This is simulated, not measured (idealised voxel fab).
Process module under the name voxel self aligned contacts
cross-section cut | 145 nm wide | cells 5 nm
A cross-section is a grid of square cells, given in bands from the top down. A band is one or more rows of cells. Quick guide to a band line: top height, bottom height (nm) up front; then every material left to right with its width in nm. Only one material and it's marked "edge to edge"? Then it fills the band edge to edge. And "air" just means empty space. Ref level 0: as-received wafer is one material below here. Bottom band extends down with no lower bound ("top 0, no bottom"). Per-row width for "30->40": begins at first number (top row of band), ends at second number (bottom row), increment between rows held constant. Any step labelled "no change" changed none of the cells in the cross-section. Entry "Closed-off voids" = empty spaces >= 8 cells with no open way to the top; each as width x height at distance, distance from left edge, all nm. Text after the settings on a step's line: the simulator's own remark on that step. "overlay nm" denotes, for a step that has a mask, the displacement of the mask to the right of its planned place, with negative values corresponding to the left.

Plan
1. RECEIVE | material Si
2. OXIDIZE | depth nm 5
3. DIRECTIONAL_DEP | material polySi | thk nm 30
4. DIRECTIONAL_DEP | material SiN | thk nm 20
5. PATTERN | tone cover | mask id GATE | material resist | width nm 30 | pitch nm 75 | thk nm 15 | overlay nm 0
6. DIRECTIONAL_ETCH | etch materials SiN | depth nm 20
7. DIRECTIONAL_ETCH | etch materials polySi | depth nm 30
8. STRIP | etch materials resist
9. CONFORMAL_DEP | material SiN | thk nm 10
10. DIRECTIONAL_ETCH | etch materials SiN | depth nm 10
11. FILL_DEP | material SiO2 | thk nm 15
12. CMP | height nm 55
13. MASKED_ETCH | tone open | mask id CONTACT | width nm 55 | etch materials SiO2 | depth nm 60 | overlay nm 0
14. CONFORMAL_DEP | material TiN | thk nm 5
15. FILL_DEP | material Ru | thk nm 10
16. CMP | height nm 55
17. CONFORMAL_DEP | material SiN | thk nm 5

As received, after step 1
  top 0, no bottom = Si edge to edge
  Closed-off voids: none

Cross-section at module end, one run error; start and plan unchanged from above
  top 60, bottom 55 = SiN edge to edge
  top 55, bottom 45 = 45 nm SiO2 | 5 nm TiN | 45 nm Ru | 5 nm TiN | 45 nm SiO2
  top 45, bottom 40 = 45 nm SiO2 | 20 nm TiN | 15 nm Ru | 20 nm TiN | 45 nm SiO2
  top 40, bottom 20 = 10 nm SiO2 | 50 nm SiN | 5 nm TiN | 15 nm Ru | 5 nm TiN | 50 nm SiN | 10 nm SiO2
  top 20, bottom 0 = 10 nm SiO2 | 10 nm SiN | 30 nm polySi | 10 nm SiN | 5 nm TiN | 15 nm Ru | 5 nm TiN | 10 nm SiN | 30 nm polySi | 10 nm SiN | 10 nm SiO2
  top 0, bottom -5 = 60 nm SiO2 | 25 nm TiN | 60 nm SiO2
  top -5, no bottom = Si edge to edge
  Closed-off voids: none
The mistake made against the process plan was this: in deviation from the planned setting, step 3 was conducted as DIRECTIONAL_DEP | material polySi | thk nm 20
